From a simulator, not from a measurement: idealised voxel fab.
You're looking at the process module voxel transistor to metal.
Each square cell in cross-section cut measures 5 nm, and the section as a whole is 175 nm wide.
Each cross-section below is a grid of square cells, stated as bands in top-down order, with one or more rows of cells making up each band. It is stipulated that each band's entry specify, in nanometres, the height of the top of the band and then that of its bottom, followed by the materials of the band in left-to-right sequence, each together with its width in nanometres. A single material marked by the word "all across" is understood to fill the band from edge to edge; the word "empty" is understood to denote empty space. The reference from which all heights are counted is 0, the level beneath which the as-received wafer is entirely one material; the lowest band, having no lower bound, proceeds downward and is written after the example "0..down". Think of "30 to 40" as a width that walks from the first number to the second as you go down the band, top row to bottom row, taking equal-sized steps from row to row. Given "same as before" for a step, no cell of the cross-section differs between before and after that step. The entry titled "Closed internal voids" provides the empty spaces that have no open way to the top, restricted to those of 8 cells or more. Each is presented as width x height at distance, the distance being measured from the left edge, with all three in nm. It should be noted that, on the line of a given step, the content following the step's settings is a remark produced by the simulator itself with respect to that step. For masked steps, "overlay nm" on the step line gives how far right of plan the mask actually lay; a minus sign means it lay to the left. Reading guide: pairs of cross-sections, before and after one process step; after view cut off at lowest changed band; step and settings listed under each pair. Pairs may stem from different runs of this module on the same starting wafer; continuity with the pair above only where the "Status before step" entry states it.
### Status before step
* 0..down | Si all across
* Closed internal voids: none
### Section, Post-Step
* 0..-5 | SiO2 all across
* Under the height -5 nothing was changed.
* Closed internal voids: none
Process step bridging the above cross-sections: OXIDIZE | depth nm 5
Status before step: The prior state of this step coincides with the post-step cross-section of the pair just above.
### Section, Post-Step
* 10..0 | SiN all across
* Under the height 0 nothing was changed.
* Closed internal voids: none
Process step bridging the above cross-sections: CONFORMAL_DEP | material SiN | thk nm 10
Status before step: The prior state of this step coincides with the post-step cross-section of the pair just above.
### Section, Post-Step
* 10..0 | 30 empty  110 SiN  35 empty
* Under the height 0 nothing was changed.
* Closed internal voids: none
Process step bridging the above cross-sections: MASKED_ETCH | tone cover | mask id ACTIVE | width nm 110 | etch materials SiN | depth nm 10 | overlay nm 0
Status before step: The prior state of this step coincides with the post-step cross-section of the pair just above.
### Section, Post-Step
* 10..0 | 30 empty  110 SiN  35 empty
* 0..-5 | 30 empty  110 SiO2  35 empty
* Under the height -5 nothing was changed.
* Closed internal voids: none
Process step bridging the above cross-sections: MASKED_ETCH | tone cover | mask id ACTIVE | width nm 110 | etch materials SiO2 | depth nm 5 | overlay nm 0
Status before step: The prior state of this step coincides with the post-step cross-section of the pair just above.
### Section, Post-Step
* 10..0 | 30 empty  110 SiN  35 empty
* 0..-5 | 30 empty  110 SiO2  35 empty
* -5..-30 | 30 empty  110 Si  35 empty
* Under the height -30 nothing was changed.
* Closed internal voids: none
Process step bridging the above cross-sections: MASKED_ETCH | tone cover | mask id ACTIVE | width nm 110 | etch materials Si | depth nm 25 | overlay nm 0
Status before step: The prior state of this step coincides with the post-step cross-section of the pair just above.
### Section, Post-Step
* 10..0 | 30 empty  110 SiN  35 empty
* 0..-5 | 30 empty  110 SiO2  35 empty
* -5..-30 | 30 empty  5 SiO2  100 Si  5 SiO2  35 empty
* -30..-35 | 35 SiO2  100 Si  40 SiO2
* Under the height -35 nothing was changed.
* Closed internal voids: none
Process step bridging the above cross-sections: OXIDIZE | depth nm 5
Status before step: The prior state of this step coincides with the post-step cross-section of the pair just above.
### Section, Post-Step
* 15..10 | SiO2 all across
* 10..0 | 30 SiO2  110 SiN  35 SiO2
* 0..-5 | SiO2 all across
* -5..-35 | 35 SiO2  100 Si  40 SiO2
* Under the height -35 nothing was changed.
* Closed internal voids: none
Process step bridging the above cross-sections: FILL_DEP | material SiO2 | thk nm 5
Status before step: The prior state of this step coincides with the post-step cross-section of the pair just above.
### Section, Post-Step
* 10..0 | 30 SiO2  110 SiN  35 SiO2
* Under the height 0 nothing was changed.
* Closed internal voids: none
Process step bridging the above cross-sections: CMP | height nm 10
Status before step: The prior state of this step coincides with the post-step cross-section of the pair just above.
### Section, Post-Step
* 10..5 | 30 empty  110 SiN  35 empty
* Under the height 5 nothing was changed.
* Closed internal voids: none
Process step bridging the above cross-sections: SELECTIVE_ETCH | etch materials SiO2 | depth nm 5
Status before step: The prior state of this step coincides with the post-step cross-section of the pair just above.
### Section, Post-Step
* 5..0 | 30 SiO2  110 empty  35 SiO2
* Under the height 0 nothing was changed.
* Closed internal voids: none
Process step bridging the above cross-sections: STRIP | etch materials SiN
Status before step: The prior state of this step coincides with the post-step cross-section of the pair just above.
### Section, Post-Step
* 0..-5 | 25 SiO2  120 empty  30 SiO2
* Under the height -5 nothing was changed.
* Closed internal voids: none
Process step bridging the above cross-sections: SELECTIVE_ETCH | etch materials SiO2 | depth nm 5
Status before step: The prior state of this step coincides with the post-step cross-section of the pair just above.
### Section, Post-Step
* 0..-5 | 25 SiO2  120 empty  30 SiO2
* -5..-10 | SiO2 all across
* Under the height -10 nothing was changed.
* Closed internal voids: none
Process step bridging the above cross-sections: OXIDIZE | depth nm 5
Status before step: The prior state of this step coincides with the post-step cross-section of the pair just above.
### Section, Post-Step
* 25..20 | 25 polySi  120 empty  30 polySi
* 20..0 | polySi all across
* 0..-5 | 25 SiO2  120 polySi  30 SiO2
* Under the height -5 nothing was changed.
* Closed internal voids: none
Process step bridging the above cross-sections: DIRECTIONAL_DEP | material polySi | thk nm 25
Status before step: The prior state of this step coincides with the post-step cross-section of the pair just above.
### Section, Post-Step
* 40..35 | 25 SiCN  120 empty  30 SiCN
* 35..25 | SiCN all across
* 25..20 | 25 polySi  120 SiCN  30 polySi
* Under the height 20 nothing was changed.
* Closed internal voids: none
Process step bridging the above cross-sections: DIRECTIONAL_DEP | material SiCN | thk nm 15
Status before step: The prior state of this step coincides with the post-step cross-section of the pair just above.
### Section, Post-Step
* 35..25 | 70 empty  30 SiCN  75 empty
* 25..20 | 25 polySi  45 empty  30 SiCN  45 empty  30 polySi
* Under the height 20 nothing was changed.
* Closed internal voids: none
Process step bridging the above cross-sections: MASKED_ETCH | tone cover | mask id GATE | width nm 30 | etch materials SiCN | depth nm 25 | overlay nm 0
Status before step: The prior state of this step coincides with the post-step cross-section of the pair just above.
### Section, Post-Step
* 35..20 | 70 empty  30 SiCN  75 empty
* 20..0 | 70 empty  30 polySi  75 empty
* 0..-5 | 25 SiO2  45 empty  30 polySi  45 empty  30 SiO2
* Under the height -5 nothing was changed.
* Closed internal voids: none
Process step bridging the above cross-sections: MASKED_ETCH | tone cover | mask id GATE | width nm 30 | etch materials polySi | depth nm 35 | overlay nm 0
Status before step: The prior state of this step coincides with the post-step cross-section of the pair just above.
### Section, Post-Step
* 40..35 | 65 empty  40 SiO2  70 empty
* 35..20 | 65 empty  5 SiO2  30 SiCN  5 SiO2  70 empty
* 20..5 | 65 empty  5 SiO2  30 polySi  5 SiO2  70 empty
* 5..0 | 30 SiO2  35 empty  5 SiO2  30 polySi  5 SiO2  35 empty  35 SiO2
* 0..-5 | 70 SiO2  30 polySi  75 SiO2
* Under the height -5 nothing was changed.
* Closed internal voids: none
Process step bridging the above cross-sections: CONFORMAL_DEP | material SiO2 | thk nm 5
Status before step: The prior state of this step coincides with the post-step cross-section of the pair just above.
### Section, Post-Step
* 35..20 | 65 empty  5 SiO2  30 SiCN  5 SiO2  70 empty
* 20..0 | 65 empty  5 SiO2  30 polySi  5 SiO2  70 empty
* 0..-5 | 30 SiO2  35 empty  5 SiO2  30 polySi  5 SiO2  35 empty  35 SiO2
* Under the height -5 nothing was changed.
* Closed internal voids: none
Process step bridging the above cross-sections: DIRECTIONAL_ETCH | etch materials SiO2 | depth nm 5
Status before step: The prior state of this step coincides with the post-step cross-section of the pair just above.
### Section, Post-Step
* 40..35 | 60 empty  50 SiN  65 empty
* 35..20 | 60 empty  5 SiN  5 SiO2  30 SiCN  5 SiO2  5 SiN  65 empty
* 20..5 | 60 empty  5 SiN  5 SiO2  30 polySi  5 SiO2  5 SiN  65 empty
* 5..0 | 35 SiN  25 empty  5 SiN  5 SiO2  30 polySi  5 SiO2  5 SiN  25 empty  40 SiN
* 0..-5 | 30 SiO2  35 SiN  5 SiO2  30 polySi  5 SiO2  35 SiN  35 SiO2
* Under the height -5 nothing was changed.
* Closed internal voids: none
Process step bridging the above cross-sections: CONFORMAL_DEP | material SiN | thk nm 5
Status before step: The prior state of this step coincides with the post-step cross-section of the pair just above.
### Section, Post-Step
* 35..20 | 60 empty  5 SiN  5 SiO2  30 SiCN  5 SiO2  5 SiN  65 empty
* 20..0 | 60 empty  5 SiN  5 SiO2  30 polySi  5 SiO2  5 SiN  65 empty
* 0..-5 | 30 SiO2  5 SiN  25 empty  5 SiN  5 SiO2  30 polySi  5 SiO2  5 SiN  25 empty  5 SiN  35 SiO2
* Under the height -5 nothing was changed.
* Closed internal voids: none
Process step bridging the above cross-sections: DIRECTIONAL_ETCH | etch materials SiN | depth nm 5
Status before step: The prior state of this step coincides with the post-step cross-section of the pair just above.
### Section, Post-Step
* 35..30 | 60 empty  5 SiN  5 empty  30 SiCN  5 empty  5 SiN  65 empty
* 30..20 | 60 empty  5 SiN  5 SiO2  30 SiCN  5 SiO2  5 SiN  65 empty
* 20..0 | 60 empty  5 SiN  5 SiO2  30 polySi  5 SiO2  5 SiN  65 empty
* 0..-5 | 30 empty  5 SiN  25 empty  5 SiN  5 SiO2  30 polySi  5 SiO2  5 SiN  25 empty  5 SiN  35 empty
* -5..-10 | 35 SiO2  25 empty  50 SiO2  25 empty  40 SiO2
* Under the height -10 nothing was changed.
* Closed internal voids: none
Process step bridging the above cross-sections: DIRECTIONAL_ETCH | etch materials SiO2 | depth nm 5
Status before step: The prior state of this step coincides with the post-step cross-section of the pair just above.
### Section, Post-Step
* 35..30 | 60 empty  5 SiN  5 empty  30 SiCN  5 empty  5 SiN  65 empty
* 30..20 | 60 empty  5 SiN  5 SiO2  30 SiCN  5 SiO2  5 SiN  65 empty
* 20..0 | 60 empty  5 SiN  5 SiO2  30 polySi  5 SiO2  5 SiN  65 empty
* 0..-5 | 30 empty  5 SiN  25 empty  5 SiN  5 SiO2  30 polySi  5 SiO2  5 SiN  25 empty  5 SiN  35 empty
* -5..-10 | 35 SiO2  25 empty  50 SiO2  25 empty  40 SiO2
* -10..-20 | 35 SiO2  25 empty  50 Si  25 empty  40 SiO2
* Under the height -20 nothing was changed.
* Closed internal voids: none
Process step bridging the above cross-sections: DIRECTIONAL_ETCH | etch materials Si | depth nm 10
Status before step: The prior state of this step coincides with the post-step cross-section of the pair just above.
### Section, Post-Step
* 35..30 | 60 empty  5 SiN  5 empty  30 SiCN  5 empty  5 SiN  65 empty
* 30..20 | 60 empty  5 SiN  5 SiO2  30 SiCN  5 SiO2  5 SiN  65 empty
* 20..0 | 60 empty  5 SiN  5 SiO2  30 polySi  5 SiO2  5 SiN  65 empty
* 0..-5 | 30 empty  5 SiN  15 empty  10 nSi  5 SiN  5 SiO2  30 polySi  5 SiO2  5 SiN  10 nSi  15 empty  5 SiN  35 empty
* -5..-10 | 35 SiO2  15 empty  10 nSi  50 SiO2  10 nSi  15 empty  40 SiO2
* -10..-20 | 35 SiO2  25 nSi  50 Si  25 nSi  40 SiO2
* Under the height -20 nothing was changed.
* Closed internal voids: none
Process step bridging the above cross-sections: EPI | material nSi | thk nm 10
Status before step: The prior state of this step coincides with the post-step cross-section of the pair just above.
### Section, Post-Step
* 45..35 | SiO2 all across
* 35..20 | 60 SiO2  5 SiN  5 SiO2  30 SiCN  5 SiO2  5 SiN  65 SiO2
* 20..0 | 60 SiO2  5 SiN  5 SiO2  30 polySi  5 SiO2  5 SiN  65 SiO2
* 0..-5 | 30 SiO2  5 SiN  15 SiO2  10 nSi  5 SiN  5 SiO2  30 polySi  5 SiO2  5 SiN  10 nSi  15 SiO2  5 SiN  35 SiO2
* -5..-10 | 50 SiO2  10 nSi  50 SiO2  10 nSi  55 SiO2
* Under the height -10 nothing was changed.
* Closed internal voids: none
Process step bridging the above cross-sections: FILL_DEP | material SiO2 | thk nm 10
Status before step: The prior state of this step coincides with the post-step cross-section of the pair just above.
### Section, Post-Step
* 20..0 | 60 SiO2  5 SiN  5 SiO2  30 polySi  5 SiO2  5 SiN  65 SiO2
* Under the height 0 nothing was changed.
* Closed internal voids: none
Process step bridging the above cross-sections: CMP | height nm 20
Status before step: The prior state of this step coincides with the post-step cross-section of the pair just above.
### Section, Post-Step
* 20..0 | 60 SiO2  5 SiN  5 SiO2  30 empty  5 SiO2  5 SiN  65 SiO2
* 0..-5 | 30 SiO2  5 SiN  15 SiO2  10 nSi  5 SiN  5 SiO2  30 empty  5 SiO2  5 SiN  10 nSi  15 SiO2  5 SiN  35 SiO2
* Under the height -5 nothing was changed.
* Closed internal voids: none
Process step bridging the above cross-sections: STRIP | etch materials polySi
Status before step: The prior state of this step coincides with the post-step cross-section of the pair just above.
### Section, Post-Step
* 20..15 | 60 empty  5 SiN  40 empty  5 SiN  65 empty
* 15..0 | 60 SiO2  5 SiN  40 empty  5 SiN  65 SiO2
* 0..-5 | 30 SiO2  5 SiN  15 SiO2  10 nSi  5 SiN  40 empty  5 SiN  10 nSi  15 SiO2  5 SiN  35 SiO2
* -5..-10 | 50 SiO2  10 nSi  5 SiO2  40 empty  5 SiO2  10 nSi  55 SiO2
* Under the height -10 nothing was changed.
* Closed internal voids: none
Process step bridging the above cross-sections: SELECTIVE_ETCH | etch materials SiO2 | depth nm 5
Status before step: The prior state of this step coincides with the post-step cross-section of the pair just above.
### Section, Post-Step
* 25..20 | 55 empty  15 HfO2  30 empty  15 HfO2  60 empty
* 20..15 | 60 HfO2  5 SiN  5 HfO2  30 empty  5 HfO2  5 SiN  65 HfO2
* 15..0 | 60 SiO2  5 SiN  5 HfO2  30 empty  5 HfO2  5 SiN  65 SiO2
* 0..-5 | 30 SiO2  5 SiN  15 SiO2  10 nSi  5 SiN  5 HfO2  30 empty  5 HfO2  5 SiN  10 nSi  15 SiO2  5 SiN  35 SiO2
* -5..-10 | 50 SiO2  10 nSi  5 SiO2  40 HfO2  5 SiO2  10 nSi  55 SiO2
* Under the height -10 nothing was changed.
* Closed internal voids: none
Process step bridging the above cross-sections: CONFORMAL_DEP | material HfO2 | thk nm 5
Status before step: The prior state of this step coincides with the post-step cross-section of the pair just above.
### Section, Post-Step
* 30..25 | 50 empty  25 TiN  20 empty  25 TiN  55 empty
* 25..20 | 55 TiN  15 HfO2  5 TiN  20 empty  5 TiN  15 HfO2  60 TiN
* 20..15 | 60 HfO2  5 SiN  5 HfO2  5 TiN  20 empty  5 TiN  5 HfO2  5 SiN  65 HfO2
* 15..0 | 60 SiO2  5 SiN  5 HfO2  5 TiN  20 empty  5 TiN  5 HfO2  5 SiN  65 SiO2
* 0..-5 | 30 SiO2  5 SiN  15 SiO2  10 nSi  5 SiN  5 HfO2  30 TiN  5 HfO2  5 SiN  10 nSi  15 SiO2  5 SiN  35 SiO2
* Under the height -5 nothing was changed.
* Closed internal voids: none
Process step bridging the above cross-sections: CONFORMAL_DEP | material TiN | thk nm 5
Status before step: The prior state of this step coincides with the post-step cross-section of the pair just above.
### Section, Post-Step
* 40..30 | W all across
* 30..25 | 50 W  25 TiN  20 W  25 TiN  55 W
* 25..20 | 55 TiN  15 HfO2  5 TiN  20 W  5 TiN  15 HfO2  60 TiN
* 20..15 | 60 HfO2  5 SiN  5 HfO2  5 TiN  20 W  5 TiN  5 HfO2  5 SiN  65 HfO2
* 15..0 | 60 SiO2  5 SiN  5 HfO2  5 TiN  20 W  5 TiN  5 HfO2  5 SiN  65 SiO2
* Under the height 0 nothing was changed.
* Closed internal voids: none
Process step bridging the above cross-sections: FILL_DEP | material W | thk nm 10
Status before step: The prior state of this step coincides with the post-step cross-section of the pair just above.
### Section, Post-Step
* 15..0 | 60 SiO2  5 SiN  5 HfO2  5 TiN  20 W  5 TiN  5 HfO2  5 SiN  65 SiO2
* Under the height 0 nothing was changed.
* Closed internal voids: none
Process step bridging the above cross-sections: CMP | height nm 15
Status before step: The prior state of this step coincides with the post-step cross-section of the pair just above.
### Section, Post-Step
* 25..15 | SiO2 all across
* Under the height 15 nothing was changed.
* Closed internal voids: none
Process step bridging the above cross-sections: DIRECTIONAL_DEP | material SiO2 | thk nm 10
Status before step: The prior state of this step coincides with the post-step cross-section of the pair just above.
### Section, Post-Step
* 40..25 | aC all across
* Under the height 25 nothing was changed.
* Closed internal voids: none
Process step bridging the above cross-sections: DIRECTIONAL_DEP | material aC | thk nm 15
Status before step: The prior state of this step coincides with the post-step cross-section of the pair just above.
### Section, Post-Step
* 75..40 | 40 resist  15 empty  60 resist  15 empty  45 resist
* Under the height 40 nothing was changed.
* Closed internal voids: none
Process step bridging the above cross-sections: PATTERN | tone open | mask id CONTACT | material resist | width nm 15 | pitch nm 75 | thk nm 35 | overlay nm 0
Status before step: The prior state of this step coincides with the post-step cross-section of the pair just above.
### Section, Post-Step
* 60..40 | 40 resist  15 empty  60 resist  15 empty  45 resist
* 40..25 | 40 aC  15 empty  60 aC  15 empty  45 aC
* Under the height 25 nothing was changed.
* Closed internal voids: none
Process step bridging the above cross-sections: DIRECTIONAL_ETCH | etch materials aC | depth nm 15
Status before step: The prior state of this step coincides with the post-step cross-section of the pair just above.
### Section, Post-Step
* 40..25 | 40 aC  15 empty  60 aC  15 empty  45 aC
* Under the height 25 nothing was changed.
* Closed internal voids: none
Process step bridging the above cross-sections: STRIP | etch materials resist
Status before step: The prior state of this step coincides with the post-step cross-section of the pair just above.
### Section, Post-Step
* 40..25 | 40 aC  15 empty  60 aC  15 empty  45 aC
* 25..15 | 40 SiO2  15 empty  60 SiO2  15 empty  45 SiO2
* 15..0 | 40 SiO2  15 empty  5 SiO2  5 SiN  5 HfO2  5 TiN  20 W  5 TiN  5 HfO2  5 SiN  5 SiO2  15 empty  45 SiO2
* 0..-5 | 30 SiO2  5 SiN  5 SiO2  10 empty  10 nSi  5 SiN  5 HfO2  30 TiN  5 HfO2  5 SiN  10 nSi  10 empty  5 SiO2  5 SiN  35 SiO2
* -5..-10 | 40 SiO2  10 empty  10 nSi  5 SiO2  40 HfO2  5 SiO2  10 nSi  10 empty  45 SiO2
* Under the height -10 nothing was changed.
* Closed internal voids: none
Process step bridging the above cross-sections: DIRECTIONAL_ETCH | etch materials SiO2 | depth nm 35
Status before step: The prior state of this step coincides with the post-step cross-section of the pair just above.
### Section, Post-Step
* 25..15 | 40 SiO2  15 empty  60 SiO2  15 empty  45 SiO2
* Under the height 15 nothing was changed.
* Closed internal voids: none
Process step bridging the above cross-sections: STRIP | etch materials aC
Status before step: The prior state of this step coincides with the post-step cross-section of the pair just above.
### Section, Post-Step
* 30..25 | 45 TiN  5 empty  70 TiN  5 empty  50 TiN
* 25..15 | 40 SiO2  5 TiN  5 empty  5 TiN  60 SiO2  5 TiN  5 empty  5 TiN  45 SiO2
* 15..5 | 40 SiO2  5 TiN  5 empty  5 TiN  5 SiO2  5 SiN  5 HfO2  5 TiN  20 W  5 TiN  5 HfO2  5 SiN  5 SiO2  5 TiN  5 empty  5 TiN  45 SiO2
* 5..0 | 40 SiO2  15 TiN  5 SiO2  5 SiN  5 HfO2  5 TiN  20 W  5 TiN  5 HfO2  5 SiN  5 SiO2  15 TiN  45 SiO2
* 0..-5 | 30 SiO2  5 SiN  5 SiO2  10 TiN  10 nSi  5 SiN  5 HfO2  30 TiN  5 HfO2  5 SiN  10 nSi  10 TiN  5 SiO2  5 SiN  35 SiO2
* -5..-10 | 40 SiO2  10 TiN  10 nSi  5 SiO2  40 HfO2  5 SiO2  10 nSi  10 TiN  45 SiO2
* Under the height -10 nothing was changed.
* Closed internal voids: none
Process step bridging the above cross-sections: CONFORMAL_DEP | material TiN | thk nm 5
Status before step: The prior state of this step coincides with the post-step cross-section of the pair just above.
### Section, Post-Step
* 35..30 | Ru all across
* 30..25 | 45 TiN  5 Ru  70 TiN  5 Ru  50 TiN
* 25..15 | 40 SiO2  5 TiN  5 Ru  5 TiN  60 SiO2  5 TiN  5 Ru  5 TiN  45 SiO2
* 15..5 | 40 SiO2  5 TiN  5 Ru  5 TiN  5 SiO2  5 SiN  5 HfO2  5 TiN  20 W  5 TiN  5 HfO2  5 SiN  5 SiO2  5 TiN  5 Ru  5 TiN  45 SiO2
* Under the height 5 nothing was changed.
* Closed internal voids: none
Process step bridging the above cross-sections: FILL_DEP | material Ru | thk nm 5
Status before step: The prior state of this step coincides with the post-step cross-section of the pair just above.
### Section, Post-Step
* 25..15 | 40 SiO2  5 TiN  5 Ru  5 TiN  60 SiO2  5 TiN  5 Ru  5 TiN  45 SiO2
* Under the height 15 nothing was changed.
* Closed internal voids: none
Process step bridging the above cross-sections: CMP | height nm 25
Status before step: The prior state of this step coincides with the post-step cross-section of the pair just above.
### Section, Post-Step
* 30..25 | TiN all across
* Under the height 25 nothing was changed.
* Closed internal voids: none
Process step bridging the above cross-sections: DIRECTIONAL_DEP | material TiN | thk nm 5
Status before step: The prior state of this step coincides with the post-step cross-section of the pair just above.
### Section, Post-Step
* 55..30 | W all across
* Under the height 30 nothing was changed.
* Closed internal voids: none
Process step bridging the above cross-sections: DIRECTIONAL_DEP | material W | thk nm 25
Status before step: The prior state of this step coincides with the post-step cross-section of the pair just above.
### Section, Post-Step
* 65..55 | aC all across
* Under the height 55 nothing was changed.
* Closed internal voids: none
Process step bridging the above cross-sections: DIRECTIONAL_DEP | material aC | thk nm 10
Status before step: The prior state of this step coincides with the post-step cross-section of the pair just above.
### Section, Post-Step
* 90..65 | 40 empty  15 resist  60 empty  15 resist  45 empty
* Under the height 65 nothing was changed.
* Closed internal voids: none
Process step bridging the above cross-sections: PATTERN | tone cover | mask id METAL_1 | material resist | width nm 15 | pitch nm 75 | thk nm 25 | overlay nm 0
Status before step: The prior state of this step coincides with the post-step cross-section of the pair just above.
### Section, Post-Step
* 80..65 | 40 empty  15 resist  60 empty  15 resist  45 empty
* 65..55 | 40 empty  15 aC  60 empty  15 aC  45 empty
* Under the height 55 nothing was changed.
* Closed internal voids: none
Process step bridging the above cross-sections: DIRECTIONAL_ETCH | etch materials aC | depth nm 10
Status before step: The prior state of this step coincides with the post-step cross-section of the pair just above.
### Section, Post-Step
* 65..55 | 40 empty  15 aC  60 empty  15 aC  45 empty
* Under the height 55 nothing was changed.
* Closed internal voids: none
Process step bridging the above cross-sections: STRIP | etch materials resist
Status before step: The prior state of this step coincides with the post-step cross-section of the pair just above.
### Section, Post-Step
* 65..55 | 40 empty  15 aC  60 empty  15 aC  45 empty
* 55..30 | 40 empty  15 W  60 empty  15 W  45 empty
* Under the height 30 nothing was changed.
* Closed internal voids: none
Process step bridging the above cross-sections: DIRECTIONAL_ETCH | etch materials W | depth nm 25
Status before step: The prior state of this step coincides with the post-step cross-section of the pair just above.
### Section, Post-Step
* 65..55 | 40 empty  15 aC  60 empty  15 aC  45 empty
* 55..30 | 40 empty  15 W  60 empty  15 W  45 empty
* 30..25 | 40 empty  15 TiN  60 empty  15 TiN  45 empty
* Under the height 25 nothing was changed.
* Closed internal voids: none
Process step bridging the above cross-sections: DIRECTIONAL_ETCH | etch materials TiN | depth nm 5
Status before step: The prior state of this step coincides with the post-step cross-section of the pair just above.
### Section, Post-Step
* 55..30 | 40 empty  15 W  60 empty  15 W  45 empty
* Under the height 30 nothing was changed.
* Closed internal voids: none
Process step bridging the above cross-sections: STRIP | etch materials aC
Status before step: The prior state of this step coincides with the post-step cross-section of the pair just above.
### Section, Post-Step
* 60..55 | 35 empty  25 SiCN  50 empty  25 SiCN  40 empty
* 55..30 | 35 empty  5 SiCN  15 W  5 SiCN  50 empty  5 SiCN  15 W  5 SiCN  40 empty
* 30..25 | 40 SiCN  15 TiN  60 SiCN  15 TiN  45 SiCN
* Under the height 25 nothing was changed.
* Closed internal voids: none
Process step bridging the above cross-sections: CONFORMAL_DEP | material SiCN | thk nm 5
Status before step: The prior state of this step coincides with the post-step cross-section of the pair just above.
### Section, Post-Step
* 65..60 | lowk all across
* 60..55 | 35 lowk  25 SiCN  50 lowk  25 SiCN  40 lowk
* 55..30 | 35 lowk  5 SiCN  15 W  5 SiCN  50 lowk  5 SiCN  15 W  5 SiCN  40 lowk
* Under the height 30 nothing was changed.
* Closed internal voids: none
Process step bridging the above cross-sections: FILL_DEP | material lowk | thk nm 5
Status before step: The prior state of this step coincides with the post-step cross-section of the pair just above.
### Section, Post-Step
* 55..30 | 35 lowk  5 SiCN  15 W  5 SiCN  50 lowk  5 SiCN  15 W  5 SiCN  40 lowk
* Under the height 30 nothing was changed.
* Closed internal voids: none
Process step bridging the above cross-sections: CMP | height nm 55
Status before step: The prior state of this step coincides with the post-step cross-section of the pair just above.
### Section, Post-Step
* 60..55 | SiCN all across
* Under the height 55 nothing was changed.
* Closed internal voids: none
Process step bridging the above cross-sections: CONFORMAL_DEP | material SiCN | thk nm 5
### Status before step
* 20..15 | 60 empty  5 SiN  40 empty  5 SiN  65 empty
* 15..0 | 60 SiO2  5 SiN  40 empty  5 SiN  65 SiO2
* 0..-5 | 30 SiO2  5 SiN  15 SiO2  10 nSi  5 SiN  40 empty  5 SiN  10 nSi  15 SiO2  5 SiN  35 SiO2
* -5..-10 | 50 SiO2  10 nSi  5 SiO2  40 empty  5 SiO2  10 nSi  55 SiO2
* -10..-20 | 35 SiO2  25 nSi  50 Si  25 nSi  40 SiO2
* -20..-35 | 35 SiO2  100 Si  40 SiO2
* -35..down | Si all across
* Closed internal voids: none
### Section, Post-Step
* 25..20 | 55 empty  15 TiN  30 empty  15 TiN  60 empty
* 20..15 | 60 TiN  5 SiN  5 TiN  30 empty  5 TiN  5 SiN  65 TiN
* 15..0 | 60 SiO2  5 SiN  5 TiN  30 empty  5 TiN  5 SiN  65 SiO2
* 0..-5 | 30 SiO2  5 SiN  15 SiO2  10 nSi  5 SiN  5 TiN  30 empty  5 TiN  5 SiN  10 nSi  15 SiO2  5 SiN  35 SiO2
* -5..-10 | 50 SiO2  10 nSi  5 SiO2  40 TiN  5 SiO2  10 nSi  55 SiO2
* Under the height -10 nothing was changed.
* Closed internal voids: none
Process step bridging the above cross-sections: CONFORMAL_DEP | material TiN | thk nm 5
Status before step: The prior state of this step coincides with the post-step cross-section of the pair just above.
### Section, Post-Step
* 35..25 | W all across
* 25..20 | 55 W  15 TiN  30 W  15 TiN  60 W
* 20..15 | 60 TiN  5 SiN  5 TiN  30 W  5 TiN  5 SiN  65 TiN
* 15..0 | 60 SiO2  5 SiN  5 TiN  30 W  5 TiN  5 SiN  65 SiO2
* 0..-5 | 30 SiO2  5 SiN  15 SiO2  10 nSi  5 SiN  5 TiN  30 W  5 TiN  5 SiN  10 nSi  15 SiO2  5 SiN  35 SiO2
* Under the height -5 nothing was changed.
* Closed internal voids: none
Process step bridging the above cross-sections: FILL_DEP | material W | thk nm 10
Status before step: The prior state of this step coincides with the post-step cross-section of the pair just above.
### Section, Post-Step
* 15..0 | 60 SiO2  5 SiN  5 TiN  30 W  5 TiN  5 SiN  65 SiO2
* Under the height 0 nothing was changed.
* Closed internal voids: none
Process step bridging the above cross-sections: CMP | height nm 15
Status before step: The prior state of this step coincides with the post-step cross-section of the pair just above.
### Section, Post-Step
* 25..15 | SiO2 all across
* Under the height 15 nothing was changed.
* Closed internal voids: none
Process step bridging the above cross-sections: DIRECTIONAL_DEP | material SiO2 | thk nm 10
Status before step: The prior state of this step coincides with the post-step cross-section of the pair just above.
### Section, Post-Step
* 40..25 | aC all across
* Under the height 25 nothing was changed.
* Closed internal voids: none
Process step bridging the above cross-sections: DIRECTIONAL_DEP | material aC | thk nm 15
Status before step: The prior state of this step coincides with the post-step cross-section of the pair just above.
### Section, Post-Step
* 75..40 | 40 resist  15 empty  60 resist  15 empty  45 resist
* Under the height 40 nothing was changed.
* Closed internal voids: none
Process step bridging the above cross-sections: PATTERN | tone open | mask id CONTACT | material resist | width nm 15 | pitch nm 75 | thk nm 35 | overlay nm 0
Status before step: The prior state of this step coincides with the post-step cross-section of the pair just above.
### Section, Post-Step
* 60..40 | 40 resist  15 empty  60 resist  15 empty  45 resist
* 40..25 | 40 aC  15 empty  60 aC  15 empty  45 aC
* Under the height 25 nothing was changed.
* Closed internal voids: none
Process step bridging the above cross-sections: DIRECTIONAL_ETCH | etch materials aC | depth nm 15
Status before step: The prior state of this step coincides with the post-step cross-section of the pair just above.
### Section, Post-Step
* 40..25 | 40 aC  15 empty  60 aC  15 empty  45 aC
* Under the height 25 nothing was changed.
* Closed internal voids: none
Process step bridging the above cross-sections: STRIP | etch materials resist
Status before step: The prior state of this step coincides with the post-step cross-section of the pair just above.
### Section, Post-Step
* 40..25 | 40 aC  15 empty  60 aC  15 empty  45 aC
* 25..15 | 40 SiO2  15 empty  60 SiO2  15 empty  45 SiO2
* 15..0 | 40 SiO2  15 empty  5 SiO2  5 SiN  5 TiN  30 W  5 TiN  5 SiN  5 SiO2  15 empty  45 SiO2
* 0..-5 | 30 SiO2  5 SiN  5 SiO2  10 empty  10 nSi  5 SiN  5 TiN  30 W  5 TiN  5 SiN  10 nSi  10 empty  5 SiO2  5 SiN  35 SiO2
* -5..-10 | 40 SiO2  10 empty  10 nSi  5 SiO2  40 TiN  5 SiO2  10 nSi  10 empty  45 SiO2
* Under the height -10 nothing was changed.
* Closed internal voids: none
Process step bridging the above cross-sections: DIRECTIONAL_ETCH | etch materials SiO2 | depth nm 35
Status before step: The prior state of this step coincides with the post-step cross-section of the pair just above.
### Section, Post-Step
* 25..15 | 40 SiO2  15 empty  60 SiO2  15 empty  45 SiO2
* Under the height 15 nothing was changed.
* Closed internal voids: none
Process step bridging the above cross-sections: STRIP | etch materials aC
